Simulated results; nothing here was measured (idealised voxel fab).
Process module heading - voxel air gaps
Pictured: cross-section cut, 210 nm wide, on a grid of 5 nm square cells.
For the purposes of this document, a cross-section shall be understood as a grid of square cells, specified as bands listed in top-to-bottom order, each band consisting of one or more rows of cells.
Within each band entry, the heights of the top and of the bottom of the band appear first, in that order and in nm; the materials of the band then follow from left to right, each with its corresponding width in nm. The designation "everywhere" on a single material indicates that it fills the band from edge to edge; the designation "blank" indicates empty space.
Note: height 0 marks the level under which the wafer is uniformly one material as received. Lowest band unbounded below, written "z 0 and below".
The notation "30..40" denotes a width that varies across the rows of cells in the band, beginning at the first number in the top row, finishing at the second number in the bottom row, and changing by an identical amount from each row to the next.
It should be understood that the words "identical to before", when stated for a given step, signify that the cross-section underwent no change in any of its cells during that step.
The entry "Closed cavity list" lists the empty spaces that cover at least 8 cells and have no open path to the top. Each is written as width x height at distance, where the distance is measured from the left edge and all three values are in nm.
after a step's settings: what the simulator itself notes on the step
overlay nm, on a step with a mask: how far to the right of its planned place the mask lay; to the left if negative
[Listed below are the process steps as planned]
1 RECEIVE (material Si)
2 CONFORMAL_DEP (material SiO2; thk nm 10)
3 CONFORMAL_DEP (material SiN; thk nm 5)
4 DIRECTIONAL_DEP (material lowk; thk nm 40)
5 PATTERN (tone open; mask id LINES; material resist; width nm 15; pitch nm 40; thk nm 15; overlay nm 0)
6 DIRECTIONAL_ETCH (etch materials lowk; depth nm 40)
7 STRIP (etch materials resist)
8 CONFORMAL_DEP (material TiN; thk nm 5)
9 FILL_DEP (material Ru; thk nm 10)
10 CMP (height nm 55)
11 EPI (material Ru; thk nm 10)
12 SELECTIVE_ETCH (etch materials lowk; depth nm 50)
13 CONFORMAL_DEP (material SiCN; thk nm 5)
[As-received state of the wafer in cross-section, equivalent to post-step 1]
    z 0 and below = Si everywhere
    Closed cavity list: none
[End-of-module XS, first of two wafers, run as planned]
    z 70 to 65 = 40 nm blank | 125 nm SiCN | 45 nm blank
    z 65 to 55 = 40 nm blank | 5 nm SiCN | 35 nm Ru | 5 nm SiCN | 35 nm Ru | 5 nm SiCN | 35 nm Ru | 5 nm SiCN | 45 nm blank
    z 55 to 50 = 40 nm blank | 15 nm SiCN | 5 nm TiN | 5 nm Ru | 5 nm TiN | 25 nm SiCN | 5 nm TiN | 5 nm Ru | 5 nm TiN | 25 nm SiCN | 5 nm TiN | 5 nm Ru | 5 nm TiN | 15 nm SiCN | 45 nm blank
    z 50 to 20 = 50 nm blank | 5 nm SiCN | 5 nm TiN | 5 nm Ru | 5 nm TiN | 5 nm SiCN | 15 nm blank | 5 nm SiCN | 5 nm TiN | 5 nm Ru | 5 nm TiN | 5 nm SiCN | 15 nm blank | 5 nm SiCN | 5 nm TiN | 5 nm Ru | 5 nm TiN | 5 nm SiCN | 55 nm blank
    z 20 to 15 = 55 nm SiCN | 15 nm TiN | 25 nm SiCN | 15 nm TiN | 25 nm SiCN | 15 nm TiN | 60 nm SiCN
    z 15 to 10 = SiN everywhere
    z 10 to 0 = SiO2 everywhere
    z 0 and below = Si everywhere
    Closed cavity list: 15 x 30 at 75; 15 x 30 at 115
[second wafer at the end: like start, like plan, one mistake]
    z 60 to 15 = SiCN everywhere
    z 15 to 10 = SiN everywhere
    z 10 to 0 = SiO2 everywhere
    z 0 and below = Si everywhere
    Closed cavity list: none
Heads up, the wafer didn't run the way we planned it: step 4 changed vs plan, executed as DIRECTIONAL_DEP (material SiCN; thk nm 40)
Looking at both finished wafers in cells, the second ends up ahead of or behind the first on some materials: 63 fewer of Ru, 260 more of SiCN, 51 fewer of TiN
The second wafer ends with 0 closed voids, and the first wafer ends with 2.
